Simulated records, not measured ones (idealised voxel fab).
Presented below is a process module, voxel transistor to metal.
It is cross-section cut that appears here, measuring 285 nm in width, its square cells being 5 nm in size.
Each cross-section below is a grid of square cells, stated as bands in top-down order, with one or more rows of cells making up each band. First you get the band's top height and its bottom height, in nm, and then the materials it's made of, left to right, with each width in nm. If you see a single material with "edge to edge", that one covers the band edge to edge. "air" is empty space. The level at which height equals 0 is the one under which the wafer, as it arrives, is entirely one material. No lower edge exists for the bottom band, which continues downward and is notated as in "0 nm and below". The two numbers in a width such as "30 to 40" mark its ends across the band: the first belongs to the top row of cells, the second to the bottom row, and from each row to the next the width moves by the same amount. "no alterations made" means the step left every cell of the cross-section as it was. Each empty space that has no open way to the top and spans at least 8 cells appears under "Sealed voids" as width x height at distance, the distance counted from the left edge, all in nm. On a step's line, text after the settings is the simulator commenting on that step. Steps that use a mask can have "overlay nm" on their line. It says how far the mask sat to the right of where it was meant to be. Negative means to the left.

Planned step list for the process
- 1: RECEIVE,material Si
- 2: OXIDIZE,depth nm 5
- 3: CONFORMAL_DEP,material SiN,thk nm 10
- 4: PATTERN,tone cover,mask id ACTIVE,material resist,width nm 110,pitch nm 135,thk nm 20,overlay nm 0
- 5: DIRECTIONAL_ETCH,etch materials SiN,depth nm 10
- 6: DIRECTIONAL_ETCH,etch materials SiO2,depth nm 5
- 7: DIRECTIONAL_ETCH,etch materials Si,depth nm 30
- 8: STRIP,etch materials resist
- 9: OXIDIZE,depth nm 5
- 10: FILL_DEP,material SiO2,thk nm 10
- 11: CMP,height nm 10
- 12: SELECTIVE_ETCH,etch materials SiO2,depth nm 10
- 13: STRIP,etch materials SiN
- 14: SELECTIVE_ETCH,etch materials SiO2,depth nm 5
- 15: OXIDIZE,depth nm 5
- 16: DIRECTIONAL_DEP,material polySi,thk nm 30
- 17: DIRECTIONAL_DEP,material SiCN,thk nm 15
- 18: PATTERN,tone cover,mask id GATE,material resist,width nm 30,pitch nm 135,thk nm 20,overlay nm 0
- 19: DIRECTIONAL_ETCH,etch materials SiCN,depth nm 25
- 20: DIRECTIONAL_ETCH,etch materials polySi,depth nm 40
- 21: STRIP,etch materials resist
- 22: CONFORMAL_DEP,material SiO2,thk nm 5
- 23: DIRECTIONAL_ETCH,etch materials SiO2,depth nm 5
- 24: CONFORMAL_DEP,material SiN,thk nm 10
- 25: DIRECTIONAL_ETCH,etch materials SiN,depth nm 10
- 26: DIRECTIONAL_ETCH,etch materials SiO2,depth nm 5
- 27: DIRECTIONAL_ETCH,etch materials Si,depth nm 10
- 28: EPI,material pSi,thk nm 10
- 29: FILL_DEP,material SiO2,thk nm 5
- 30: CMP,height nm 25
- 31: STRIP,etch materials polySi
- 32: SELECTIVE_ETCH,etch materials SiO2,depth nm 5
- 33: CONFORMAL_DEP,material HfO2,thk nm 5
- 34: CONFORMAL_DEP,material TiN,thk nm 5
- 35: FILL_DEP,material W,thk nm 10
- 36: CMP,height nm 20
- 37: DIRECTIONAL_DEP,material SiO2,thk nm 10
- 38: MASKED_ETCH,tone open,mask id CONTACT,width nm 15,etch materials SiO2,depth nm 40,overlay nm 0
- 39: CONFORMAL_DEP,material TiN,thk nm 5
- 40: FILL_DEP,material Ru,thk nm 10
- 41: CMP,height nm 30
- 42: CONFORMAL_DEP,material SiN,thk nm 5
- 43: DIRECTIONAL_DEP,material lowk,thk nm 20
- 44: MASKED_ETCH,tone open,mask id METAL_1,width nm 15,etch materials lowk,depth nm 20,overlay nm 0
- 45: MASKED_ETCH,tone open,mask id METAL_1,width nm 15,etch materials SiN,depth nm 5,overlay nm 0
- 46: CONFORMAL_DEP,material TiN,thk nm 5
- 47: FILL_DEP,material Ru,thk nm 10
- 48: CMP,height nm 55
- 49: CONFORMAL_DEP,material SiCN,thk nm 5
- 50: DIRECTIONAL_DEP,material lowk,thk nm 30
- 51: PATTERN,tone open,mask id METAL_2,material resist,width nm 15,pitch nm 135,thk nm 15,overlay nm 0
- 52: DIRECTIONAL_ETCH,etch materials lowk,depth nm 20
- 53: STRIP,etch materials resist
- 54: MASKED_ETCH,tone open,mask id METAL_2_HOLES,width nm 15,pitch nm 135,etch materials lowk,depth nm 10,overlay nm 0
- 55: MASKED_ETCH,tone open,mask id METAL_2_HOLES,width nm 15,pitch nm 135,etch materials SiCN,depth nm 5,overlay nm 0
- 56: CONFORMAL_DEP,material TiN,thk nm 5
- 57: FILL_DEP,material Cu,thk nm 10
- 58: CMP,height nm 90
- 59: CONFORMAL_DEP,material SiCN,thk nm 5

The first of two wafers, run as planned

Delivered wafer in cross-section: state after step 1
- 0 nm and below = Si edge to edge
- Sealed voids: none

How the wafer stands in section after step 2
- 0 nm to -5 nm = SiO2 edge to edge
- Below -5, the layers are the same as they were.

How the wafer stands in section after step 3
- 10 nm to 0 nm = SiN edge to edge
- Below 0, the layers are the same as they were.

How the wafer stands in section after step 4
- 30 nm to 10 nm = air 20 | resist 110 | air 25 | resist 110 | air 20
- Below 10, the layers are the same as they were.

How the wafer stands in section after step 5
- 30 nm to 10 nm = air 20 | resist 110 | air 25 | resist 110 | air 20
- 10 nm to 0 nm = air 20 | SiN 110 | air 25 | SiN 110 | air 20
- Below 0, the layers are the same as they were.

How the wafer stands in section after step 6
- 30 nm to 10 nm = air 20 | resist 110 | air 25 | resist 110 | air 20
- 10 nm to 0 nm = air 20 | SiN 110 | air 25 | SiN 110 | air 20
- 0 nm to -5 nm = air 20 | SiO2 110 | air 25 | SiO2 110 | air 20
- Below -5, the layers are the same as they were.

How the wafer stands in section after step 7
- 30 nm to 10 nm = air 20 | resist 110 | air 25 | resist 110 | air 20
- 10 nm to 0 nm = air 20 | SiN 110 | air 25 | SiN 110 | air 20
- 0 nm to -5 nm = air 20 | SiO2 110 | air 25 | SiO2 110 | air 20
- -5 nm to -35 nm = air 20 | Si 110 | air 25 | Si 110 | air 20
- Below -35, the layers are the same as they were.

How the wafer stands in section after step 8
- 10 nm to 0 nm = air 20 | SiN 110 | air 25 | SiN 110 | air 20
- Below 0, the layers are the same as they were.

How the wafer stands in section after step 9
- 10 nm to 0 nm = air 20 | SiN 110 | air 25 | SiN 110 | air 20
- 0 nm to -5 nm = air 20 | SiO2 110 | air 25 | SiO2 110 | air 20
- -5 nm to -35 nm = air 20 | SiO2 5 | Si 100 | SiO2 5 | air 25 | SiO2 5 | Si 100 | SiO2 5 | air 20
- -35 nm to -40 nm = SiO2 25 | Si 100 | SiO2 35 | Si 100 | SiO2 25
- Below -40, the layers are the same as they were.

How the wafer stands in section after step 10
- 20 nm to 10 nm = SiO2 edge to edge
- 10 nm to 0 nm = SiO2 20 | SiN 110 | SiO2 25 | SiN 110 | SiO2 20
- 0 nm to -5 nm = SiO2 edge to edge
- -5 nm to -40 nm = SiO2 25 | Si 100 | SiO2 35 | Si 100 | SiO2 25
- Below -40, the layers are the same as they were.

How the wafer stands in section after step 11
- 10 nm to 0 nm = SiO2 20 | SiN 110 | SiO2 25 | SiN 110 | SiO2 20
- Below 0, the layers are the same as they were.

How the wafer stands in section after step 12
- 10 nm to 0 nm = air 20 | SiN 110 | air 25 | SiN 110 | air 20
- Below 0, the layers are the same as they were.

How the wafer stands in section after step 13
- 0 nm to -5 nm = SiO2 edge to edge
- Below -5, the layers are the same as they were.

How the wafer stands in section after step 14
- -5 nm to -40 nm = SiO2 25 | Si 100 | SiO2 35 | Si 100 | SiO2 25
- Below -40, the layers are the same as they were.

How the wafer stands in section after step 15
- -5 nm to -10 nm = SiO2 edge to edge
- Below -10, the layers are the same as they were.

How the wafer stands in section after step 16
- 25 nm to -5 nm = polySi edge to edge
- Below -5, the layers are the same as they were.

How the wafer stands in section after step 17
- 40 nm to 25 nm = SiCN edge to edge
- Below 25, the layers are the same as they were.

How the wafer stands in section after step 18
- 60 nm to 40 nm = air 60 | resist 30 | air 105 | resist 30 | air 60
- Below 40, the layers are the same as they were.

How the wafer stands in section after step 19
- 60 nm to 40 nm = air 60 | resist 30 | air 105 | resist 30 | air 60
- 40 nm to 25 nm = air 60 | SiCN 30 | air 105 | SiCN 30 | air 60
- Below 25, the layers are the same as they were.

How the wafer stands in section after step 20
- 60 nm to 40 nm = air 60 | resist 30 | air 105 | resist 30 | air 60
- 40 nm to 25 nm = air 60 | SiCN 30 | air 105 | SiCN 30 | air 60
- 25 nm to -5 nm = air 60 | polySi 30 | air 105 | polySi 30 | air 60
- Below -5, the layers are the same as they were.

How the wafer stands in section after step 21
- 40 nm to 25 nm = air 60 | SiCN 30 | air 105 | SiCN 30 | air 60
- Below 25, the layers are the same as they were.

How the wafer stands in section after step 22
- 45 nm to 40 nm = air 55 | SiO2 40 | air 95 | SiO2 40 | air 55
- 40 nm to 25 nm = air 55 | SiO2 5 | SiCN 30 | SiO2 5 | air 95 | SiO2 5 | SiCN 30 | SiO2 5 | air 55
- 25 nm to 0 nm = air 55 | SiO2 5 | polySi 30 | SiO2 5 | air 95 | SiO2 5 | polySi 30 | SiO2 5 | air 55
- 0 nm to -5 nm = SiO2 60 | polySi 30 | SiO2 105 | polySi 30 | SiO2 60
- Below -5, the layers are the same as they were.

How the wafer stands in section after step 23
- 40 nm to 25 nm = air 55 | SiO2 5 | SiCN 30 | SiO2 5 | air 95 | SiO2 5 | SiCN 30 | SiO2 5 | air 55
- 25 nm to -5 nm = air 55 | SiO2 5 | polySi 30 | SiO2 5 | air 95 | SiO2 5 | polySi 30 | SiO2 5 | air 55
- Below -5, the layers are the same as they were.

How the wafer stands in section after step 24
- 50 nm to 40 nm = air 45 | SiN 60 | air 75 | SiN 60 | air 45
- 40 nm to 25 nm = air 45 | SiN 10 | SiO2 5 | SiCN 30 | SiO2 5 | SiN 10 | air 75 | SiN 10 | SiO2 5 | SiCN 30 | SiO2 5 | SiN 10 | air 45
- 25 nm to 5 nm = air 45 | SiN 10 | SiO2 5 | polySi 30 | SiO2 5 | SiN 10 | air 75 | SiN 10 | SiO2 5 | polySi 30 | SiO2 5 | SiN 10 | air 45
- 5 nm to -5 nm = SiN 55 | SiO2 5 | polySi 30 | SiO2 5 | SiN 95 | SiO2 5 | polySi 30 | SiO2 5 | SiN 55
- Below -5, the layers are the same as they were.

How the wafer stands in section after step 25
- 40 nm to 25 nm = air 45 | SiN 10 | SiO2 5 | SiCN 30 | SiO2 5 | SiN 10 | air 75 | SiN 10 | SiO2 5 | SiCN 30 | SiO2 5 | SiN 10 | air 45
- 25 nm to -5 nm = air 45 | SiN 10 | SiO2 5 | polySi 30 | SiO2 5 | SiN 10 | air 75 | SiN 10 | SiO2 5 | polySi 30 | SiO2 5 | SiN 10 | air 45
- Below -5, the layers are the same as they were.

How the wafer stands in section after step 26
- 40 nm to 35 nm = air 45 | SiN 10 | air 5 | SiCN 30 | air 5 | SiN 10 | air 75 | SiN 10 | air 5 | SiCN 30 | air 5 | SiN 10 | air 45
- 35 nm to 25 nm = air 45 | SiN 10 | SiO2 5 | SiCN 30 | SiO2 5 | SiN 10 | air 75 | SiN 10 | SiO2 5 | SiCN 30 | SiO2 5 | SiN 10 | air 45
- 25 nm to -5 nm = air 45 | SiN 10 | SiO2 5 | polySi 30 | SiO2 5 | SiN 10 | air 75 | SiN 10 | SiO2 5 | polySi 30 | SiO2 5 | SiN 10 | air 45
- -5 nm to -10 nm = air 45 | SiO2 60 | air 75 | SiO2 60 | air 45
- Below -10, the layers are the same as they were.

How the wafer stands in section after step 27
- 40 nm to 35 nm = air 45 | SiN 10 | air 5 | SiCN 30 | air 5 | SiN 10 | air 75 | SiN 10 | air 5 | SiCN 30 | air 5 | SiN 10 | air 45
- 35 nm to 25 nm = air 45 | SiN 10 | SiO2 5 | SiCN 30 | SiO2 5 | SiN 10 | air 75 | SiN 10 | SiO2 5 | SiCN 30 | SiO2 5 | SiN 10 | air 45
- 25 nm to -5 nm = air 45 | SiN 10 | SiO2 5 | polySi 30 | SiO2 5 | SiN 10 | air 75 | SiN 10 | SiO2 5 | polySi 30 | SiO2 5 | SiN 10 | air 45
- -5 nm to -10 nm = air 45 | SiO2 60 | air 75 | SiO2 60 | air 45
- -10 nm to -20 nm = SiO2 25 | air 20 | Si 60 | air 20 | SiO2 35 | air 20 | Si 60 | air 20 | SiO2 25
- Below -20, the layers are the same as they were.

How the wafer stands in section after step 28
- 40 nm to 35 nm = air 45 | SiN 10 | air 5 | SiCN 30 | air 5 | SiN 10 | air 75 | SiN 10 | air 5 | SiCN 30 | air 5 | SiN 10 | air 45
- 35 nm to 25 nm = air 45 | SiN 10 | SiO2 5 | SiCN 30 | SiO2 5 | SiN 10 | air 75 | SiN 10 | SiO2 5 | SiCN 30 | SiO2 5 | SiN 10 | air 45
- 25 nm to 0 nm = air 45 | SiN 10 | SiO2 5 | polySi 30 | SiO2 5 | SiN 10 | air 75 | SiN 10 | SiO2 5 | polySi 30 | SiO2 5 | SiN 10 | air 45
- 0 nm to -5 nm = air 35 | pSi 10 | SiN 10 | SiO2 5 | polySi 30 | SiO2 5 | SiN 10 | pSi 10 | air 55 | pSi 10 | SiN 10 | SiO2 5 | polySi 30 | SiO2 5 | SiN 10 | pSi 10 | air 35
- -5 nm to -10 nm = air 35 | pSi 10 | SiO2 60 | pSi 10 | air 55 | pSi 10 | SiO2 60 | pSi 10 | air 35
- -10 nm to -20 nm = SiO2 25 | pSi 20 | Si 60 | pSi 20 | SiO2 35 | pSi 20 | Si 60 | pSi 20 | SiO2 25
- Below -20, the layers are the same as they were.

How the wafer stands in section after step 29
- 45 nm to 40 nm = SiO2 edge to edge
- 40 nm to 25 nm = SiO2 45 | SiN 10 | SiO2 5 | SiCN 30 | SiO2 5 | SiN 10 | SiO2 75 | SiN 10 | SiO2 5 | SiCN 30 | SiO2 5 | SiN 10 | SiO2 45
- 25 nm to 0 nm = SiO2 45 | SiN 10 | SiO2 5 | polySi 30 | SiO2 5 | SiN 10 | SiO2 75 | SiN 10 | SiO2 5 | polySi 30 | SiO2 5 | SiN 10 | SiO2 45
- 0 nm to -5 nm = SiO2 35 | pSi 10 | SiN 10 | SiO2 5 | polySi 30 | SiO2 5 | SiN 10 | pSi 10 | SiO2 55 | pSi 10 | SiN 10 | SiO2 5 | polySi 30 | SiO2 5 | SiN 10 | pSi 10 | SiO2 35
- -5 nm to -10 nm = SiO2 35 | pSi 10 | SiO2 60 | pSi 10 | SiO2 55 | pSi 10 | SiO2 60 | pSi 10 | SiO2 35
- Below -10, the layers are the same as they were.

How the wafer stands in section after step 30
- 25 nm to 0 nm = SiO2 45 | SiN 10 | SiO2 5 | polySi 30 | SiO2 5 | SiN 10 | SiO2 75 | SiN 10 | SiO2 5 | polySi 30 | SiO2 5 | SiN 10 | SiO2 45
- Below 0, the layers are the same as they were.

How the wafer stands in section after step 31
- 25 nm to 0 nm = SiO2 45 | SiN 10 | SiO2 5 | air 30 | SiO2 5 | SiN 10 | SiO2 75 | SiN 10 | SiO2 5 | air 30 | SiO2 5 | SiN 10 | SiO2 45
- 0 nm to -5 nm = SiO2 35 | pSi 10 | SiN 10 | SiO2 5 | air 30 | SiO2 5 | SiN 10 | pSi 10 | SiO2 55 | pSi 10 | SiN 10 | SiO2 5 | air 30 | SiO2 5 | SiN 10 | pSi 10 | SiO2 35
- Below -5, the layers are the same as they were.

How the wafer stands in section after step 32
- 25 nm to 20 nm = air 45 | SiN 10 | air 40 | SiN 10 | air 75 | SiN 10 | air 40 | SiN 10 | air 45
- 20 nm to 0 nm = SiO2 45 | SiN 10 | air 40 | SiN 10 | SiO2 75 | SiN 10 | air 40 | SiN 10 | SiO2 45
- 0 nm to -5 nm = SiO2 35 | pSi 10 | SiN 10 | air 40 | SiN 10 | pSi 10 | SiO2 55 | pSi 10 | SiN 10 | air 40 | SiN 10 | pSi 10 | SiO2 35
- -5 nm to -10 nm = SiO2 35 | pSi 10 | SiO2 10 | air 40 | SiO2 10 | pSi 10 | SiO2 55 | pSi 10 | SiO2 10 | air 40 | SiO2 10 | pSi 10 | SiO2 35
- Below -10, the layers are the same as they were.

How the wafer stands in section after step 33
- 30 nm to 25 nm = air 40 | HfO2 20 | air 30 | HfO2 20 | air 65 | HfO2 20 | air 30 | HfO2 20 | air 40
- 25 nm to 20 nm = HfO2 45 | SiN 10 | HfO2 5 | air 30 | HfO2 5 | SiN 10 | HfO2 75 | SiN 10 | HfO2 5 | air 30 | HfO2 5 | SiN 10 | HfO2 45
- 20 nm to 0 nm = SiO2 45 | SiN 10 | HfO2 5 | air 30 | HfO2 5 | SiN 10 | SiO2 75 | SiN 10 | HfO2 5 | air 30 | HfO2 5 | SiN 10 | SiO2 45
- 0 nm to -5 nm = SiO2 35 | pSi 10 | SiN 10 | HfO2 5 | air 30 | HfO2 5 | SiN 10 | pSi 10 | SiO2 55 | pSi 10 | SiN 10 | HfO2 5 | air 30 | HfO2 5 | SiN 10 | pSi 10 | SiO2 35
- -5 nm to -10 nm = SiO2 35 | pSi 10 | SiO2 10 | HfO2 40 | SiO2 10 | pSi 10 | SiO2 55 | pSi 10 | SiO2 10 | HfO2 40 | SiO2 10 | pSi 10 | SiO2 35
- Below -10, the layers are the same as they were.

How the wafer stands in section after step 34
- 35 nm to 30 nm = air 35 | TiN 30 | air 20 | TiN 30 | air 55 | TiN 30 | air 20 | TiN 30 | air 35
- 30 nm to 25 nm = TiN 40 | HfO2 20 | TiN 5 | air 20 | TiN 5 | HfO2 20 | TiN 65 | HfO2 20 | TiN 5 | air 20 | TiN 5 | HfO2 20 | TiN 40
- 25 nm to 20 nm = HfO2 45 | SiN 10 | HfO2 5 | TiN 5 | air 20 | TiN 5 | HfO2 5 | SiN 10 | HfO2 75 | SiN 10 | HfO2 5 | TiN 5 | air 20 | TiN 5 | HfO2 5 | SiN 10 | HfO2 45
- 20 nm to 0 nm = SiO2 45 | SiN 10 | HfO2 5 | TiN 5 | air 20 | TiN 5 | HfO2 5 | SiN 10 | SiO2 75 | SiN 10 | HfO2 5 | TiN 5 | air 20 | TiN 5 | HfO2 5 | SiN 10 | SiO2 45
- 0 nm to -5 nm = SiO2 35 | pSi 10 | SiN 10 | HfO2 5 | TiN 30 | HfO2 5 | SiN 10 | pSi 10 | SiO2 55 | pSi 10 | SiN 10 | HfO2 5 | TiN 30 | HfO2 5 | SiN 10 | pSi 10 | SiO2 35
- Below -5, the layers are the same as they were.

How the wafer stands in section after step 35
- 45 nm to 35 nm = W edge to edge
- 35 nm to 30 nm = W 35 | TiN 30 | W 20 | TiN 30 | W 55 | TiN 30 | W 20 | TiN 30 | W 35
- 30 nm to 25 nm = TiN 40 | HfO2 20 | TiN 5 | W 20 | TiN 5 | HfO2 20 | TiN 65 | HfO2 20 | TiN 5 | W 20 | TiN 5 | HfO2 20 | TiN 40
- 25 nm to 20 nm = HfO2 45 | SiN 10 | HfO2 5 | TiN 5 | W 20 | TiN 5 | HfO2 5 | SiN 10 | HfO2 75 | SiN 10 | HfO2 5 | TiN 5 | W 20 | TiN 5 | HfO2 5 | SiN 10 | HfO2 45
- 20 nm to 0 nm = SiO2 45 | SiN 10 | HfO2 5 | TiN 5 | W 20 | TiN 5 | HfO2 5 | SiN 10 | SiO2 75 | SiN 10 | HfO2 5 | TiN 5 | W 20 | TiN 5 | HfO2 5 | SiN 10 | SiO2 45
- Below 0, the layers are the same as they were.

How the wafer stands in section after step 36
- 20 nm to 0 nm = SiO2 45 | SiN 10 | HfO2 5 | TiN 5 | W 20 | TiN 5 | HfO2 5 | SiN 10 | SiO2 75 | SiN 10 | HfO2 5 | TiN 5 | W 20 | TiN 5 | HfO2 5 | SiN 10 | SiO2 45
- Below 0, the layers are the same as they were.

How the wafer stands in section after step 37
- 30 nm to 20 nm = SiO2 edge to edge
- Below 20, the layers are the same as they were.

How the wafer stands in section after step 38
- 30 nm to 20 nm = SiO2 30 | air 15 | SiO2 60 | air 15 | SiO2 45 | air 15 | SiO2 60 | air 15 | SiO2 30
- 20 nm to 0 nm = SiO2 30 | air 15 | SiN 10 | HfO2 5 | TiN 5 | W 20 | TiN 5 | HfO2 5 | SiN 10 | air 15 | SiO2 45 | air 15 | SiN 10 | HfO2 5 | TiN 5 | W 20 | TiN 5 | HfO2 5 | SiN 10 | air 15 | SiO2 30
- 0 nm to -5 nm = SiO2 30 | air 5 | pSi 10 | SiN 10 | HfO2 5 | TiN 30 | HfO2 5 | SiN 10 | pSi 10 | air 5 | SiO2 45 | air 5 | pSi 10 | SiN 10 | HfO2 5 | TiN 30 | HfO2 5 | SiN 10 | pSi 10 | air 5 | SiO2 30
- -5 nm to -10 nm = SiO2 30 | air 5 | pSi 10 | SiO2 10 | HfO2 40 | SiO2 10 | pSi 10 | air 5 | SiO2 45 | air 5 | pSi 10 | SiO2 10 | HfO2 40 | SiO2 10 | pSi 10 | air 5 | SiO2 30
- Below -10, the layers are the same as they were.

How the wafer stands in section after step 39
- 35 nm to 30 nm = TiN 35 | air 5 | TiN 70 | air 5 | TiN 55 | air 5 | TiN 70 | air 5 | TiN 35
- 30 nm to 20 nm = SiO2 30 | TiN 5 | air 5 | TiN 5 | SiO2 60 | TiN 5 | air 5 | TiN 5 | SiO2 45 | TiN 5 | air 5 | TiN 5 | SiO2 60 | TiN 5 | air 5 | TiN 5 | SiO2 30
- 20 nm to 5 nm = SiO2 30 | TiN 5 | air 5 | TiN 5 | SiN 10 | HfO2 5 | TiN 5 | W 20 | TiN 5 | HfO2 5 | SiN 10 | TiN 5 | air 5 | TiN 5 | SiO2 45 | TiN 5 | air 5 | TiN 5 | SiN 10 | HfO2 5 | TiN 5 | W 20 | TiN 5 | HfO2 5 | SiN 10 | TiN 5 | air 5 | TiN 5 | SiO2 30
- 5 nm to 0 nm = SiO2 30 | TiN 15 | SiN 10 | HfO2 5 | TiN 5 | W 20 | TiN 5 | HfO2 5 | SiN 10 | TiN 15 | SiO2 45 | TiN 15 | SiN 10 | HfO2 5 | TiN 5 | W 20 | TiN 5 | HfO2 5 | SiN 10 | TiN 15 | SiO2 30
- 0 nm to -5 nm = SiO2 30 | TiN 5 | pSi 10 | SiN 10 | HfO2 5 | TiN 30 | HfO2 5 | SiN 10 | pSi 10 | TiN 5 | SiO2 45 | TiN 5 | pSi 10 | SiN 10 | HfO2 5 | TiN 30 | HfO2 5 | SiN 10 | pSi 10 | TiN 5 | SiO2 30
- -5 nm to -10 nm = SiO2 30 | TiN 5 | pSi 10 | SiO2 10 | HfO2 40 | SiO2 10 | pSi 10 | TiN 5 | SiO2 45 | TiN 5 | pSi 10 | SiO2 10 | HfO2 40 | SiO2 10 | pSi 10 | TiN 5 | SiO2 30
- Below -10, the layers are the same as they were.

How the wafer stands in section after step 40
- 45 nm to 35 nm = Ru edge to edge
- 35 nm to 30 nm = TiN 35 | Ru 5 | TiN 70 | Ru 5 | TiN 55 | Ru 5 | TiN 70 | Ru 5 | TiN 35
- 30 nm to 20 nm = SiO2 30 | TiN 5 | Ru 5 | TiN 5 | SiO2 60 | TiN 5 | Ru 5 | TiN 5 | SiO2 45 | TiN 5 | Ru 5 | TiN 5 | SiO2 60 | TiN 5 | Ru 5 | TiN 5 | SiO2 30
- 20 nm to 5 nm = SiO2 30 | TiN 5 | Ru 5 | TiN 5 | SiN 10 | HfO2 5 | TiN 5 | W 20 | TiN 5 | HfO2 5 | SiN 10 | TiN 5 | Ru 5 | TiN 5 | SiO2 45 | TiN 5 | Ru 5 | TiN 5 | SiN 10 | HfO2 5 | TiN 5 | W 20 | TiN 5 | HfO2 5 | SiN 10 | TiN 5 | Ru 5 | TiN 5 | SiO2 30
- Below 5, the layers are the same as they were.

How the wafer stands in section after step 41
- 30 nm to 20 nm = SiO2 30 | TiN 5 | Ru 5 | TiN 5 | SiO2 60 | TiN 5 | Ru 5 | TiN 5 | SiO2 45 | TiN 5 | Ru 5 | TiN 5 | SiO2 60 | TiN 5 | Ru 5 | TiN 5 | SiO2 30
- Below 20, the layers are the same as they were.

How the wafer stands in section after step 42
- 35 nm to 30 nm = SiN edge to edge
- Below 30, the layers are the same as they were.

How the wafer stands in section after step 43
- 55 nm to 35 nm = lowk edge to edge
- Below 35, the layers are the same as they were.

How the wafer stands in section after step 44
- 55 nm to 35 nm = lowk 30 | air 15 | lowk 60 | air 15 | lowk 45 | air 15 | lowk 60 | air 15 | lowk 30
- Below 35, the layers are the same as they were.

How the wafer stands in section after step 45
- 55 nm to 35 nm = lowk 30 | air 15 | lowk 60 | air 15 | lowk 45 | air 15 | lowk 60 | air 15 | lowk 30
- 35 nm to 30 nm = SiN 30 | air 15 | SiN 60 | air 15 | SiN 45 | air 15 | SiN 60 | air 15 | SiN 30
- Below 30, the layers are the same as they were.

How the wafer stands in section after step 46
- 60 nm to 55 nm = TiN 35 | air 5 | TiN 70 | air 5 | TiN 55 | air 5 | TiN 70 | air 5 | TiN 35
- 55 nm to 35 nm = lowk 30 | TiN 5 | air 5 | TiN 5 | lowk 60 | TiN 5 | air 5 | TiN 5 | lowk 45 | TiN 5 | air 5 | TiN 5 | lowk 60 | TiN 5 | air 5 | TiN 5 | lowk 30
- 35 nm to 30 nm = SiN 30 | TiN 15 | SiN 60 | TiN 15 | SiN 45 | TiN 15 | SiN 60 | TiN 15 | SiN 30
- Below 30, the layers are the same as they were.

How the wafer stands in section after step 47
- 70 nm to 60 nm = Ru edge to edge
- 60 nm to 55 nm = TiN 35 | Ru 5 | TiN 70 | Ru 5 | TiN 55 | Ru 5 | TiN 70 | Ru 5 | TiN 35
- 55 nm to 35 nm = lowk 30 | TiN 5 | Ru 5 | TiN 5 | lowk 60 | TiN 5 | Ru 5 | TiN 5 | lowk 45 | TiN 5 | Ru 5 | TiN 5 | lowk 60 | TiN 5 | Ru 5 | TiN 5 | lowk 30
- Below 35, the layers are the same as they were.

How the wafer stands in section after step 48
- 55 nm to 35 nm = lowk 30 | TiN 5 | Ru 5 | TiN 5 | lowk 60 | TiN 5 | Ru 5 | TiN 5 | lowk 45 | TiN 5 | Ru 5 | TiN 5 | lowk 60 | TiN 5 | Ru 5 | TiN 5 | lowk 30
- Below 35, the layers are the same as they were.

How the wafer stands in section after step 49
- 60 nm to 55 nm = SiCN edge to edge
- Below 55, the layers are the same as they were.

How the wafer stands in section after step 50
- 90 nm to 60 nm = lowk edge to edge
- Below 60, the layers are the same as they were.

How the wafer stands in section after step 51
- 105 nm to 90 nm = resist 30 | air 15 | resist 120 | air 15 | resist 105
- Below 90, the layers are the same as they were.

How the wafer stands in section after step 52
- 105 nm to 90 nm = resist 30 | air 15 | resist 120 | air 15 | resist 105
- 90 nm to 70 nm = lowk 30 | air 15 | lowk 120 | air 15 | lowk 105
- Below 70, the layers are the same as they were.

How the wafer stands in section after step 53
- 90 nm to 70 nm = lowk 30 | air 15 | lowk 120 | air 15 | lowk 105
- Below 70, the layers are the same as they were.

How the wafer stands in section after step 54
- 90 nm to 60 nm = lowk 30 | air 15 | lowk 120 | air 15 | lowk 105
- Below 60, the layers are the same as they were.

How the wafer stands in section after step 55
- 90 nm to 60 nm = lowk 30 | air 15 | lowk 120 | air 15 | lowk 105
- 60 nm to 55 nm = SiCN 30 | air 15 | SiCN 120 | air 15 | SiCN 105
- Below 55, the layers are the same as they were.

How the wafer stands in section after step 56
- 95 nm to 90 nm = TiN 35 | air 5 | TiN 130 | air 5 | TiN 110
- 90 nm to 60 nm = lowk 30 | TiN 5 | air 5 | TiN 5 | lowk 120 | TiN 5 | air 5 | TiN 5 | lowk 105
- 60 nm to 55 nm = SiCN 30 | TiN 15 | SiCN 120 | TiN 15 | SiCN 105
- Below 55, the layers are the same as they were.

How the wafer stands in section after step 57
- 105 nm to 95 nm = Cu edge to edge
- 95 nm to 90 nm = TiN 35 | Cu 5 | TiN 130 | Cu 5 | TiN 110
- 90 nm to 60 nm = lowk 30 | TiN 5 | Cu 5 | TiN 5 | lowk 120 | TiN 5 | Cu 5 | TiN 5 | lowk 105
- Below 60, the layers are the same as they were.

How the wafer stands in section after step 58
- 90 nm to 60 nm = lowk 30 | TiN 5 | Cu 5 | TiN 5 | lowk 120 | TiN 5 | Cu 5 | TiN 5 | lowk 105
- Below 60, the layers are the same as they were.

How the wafer stands in section after step 59
- 95 nm to 90 nm = SiCN edge to edge
- Below 90, the layers are the same as they were.

Companion wafer, the second of two: same beginning, same intended sequence, one mistake in carrying it out; through step 53 inclusive it tracks the first exactly

Second wafer, section view, time point: scheduled end of step 54
- 80 nm to 70 nm = lowk 30 | air 15 | lowk 120 | air 15 | lowk 105
- Below 70, the layers are the same as they were.

Second wafer, section view, time point: scheduled end of step 55: no alterations made

Second wafer, section view, time point: scheduled end of step 56
- 85 nm to 80 nm = TiN 35 | air 5 | TiN 130 | air 5 | TiN 110
- 80 nm to 75 nm = lowk 30 | TiN 5 | air 5 | TiN 5 | lowk 120 | TiN 5 | air 5 | TiN 5 | lowk 105
- 75 nm to 70 nm = lowk 30 | TiN 15 | lowk 120 | TiN 15 | lowk 105
- Below 70, the layers are the same as they were.

Second wafer, section view, time point: scheduled end of step 57
- 95 nm to 85 nm = Cu edge to edge
- 85 nm to 80 nm = TiN 35 | Cu 5 | TiN 130 | Cu 5 | TiN 110
- 80 nm to 75 nm = lowk 30 | TiN 5 | Cu 5 | TiN 5 | lowk 120 | TiN 5 | Cu 5 | TiN 5 | lowk 105
- Below 75, the layers are the same as they were.

Second wafer, section view, time point: scheduled end of step 58
- 90 nm to 85 nm = Cu edge to edge
- Below 85, the layers are the same as they were.

Second wafer, section view, time point: scheduled end of step 59
- 95 nm to 90 nm = SiCN edge to edge
- Below 90, the layers are the same as they were.
Deviation noted in wafer processing: step 54 was run on a setting that differed from the plan, and what really ran there is MASKED_ETCH,tone cover,mask id METAL_2_HOLES,width nm 15,pitch nm 135,etch materials lowk,depth nm 10,overlay nm 0
Wafer comparison, final, in cells, second relative to first, materials more or fewer: Cu: 49 more | SiCN: 6 more | TiN: 35 more | lowk: 90 fewer
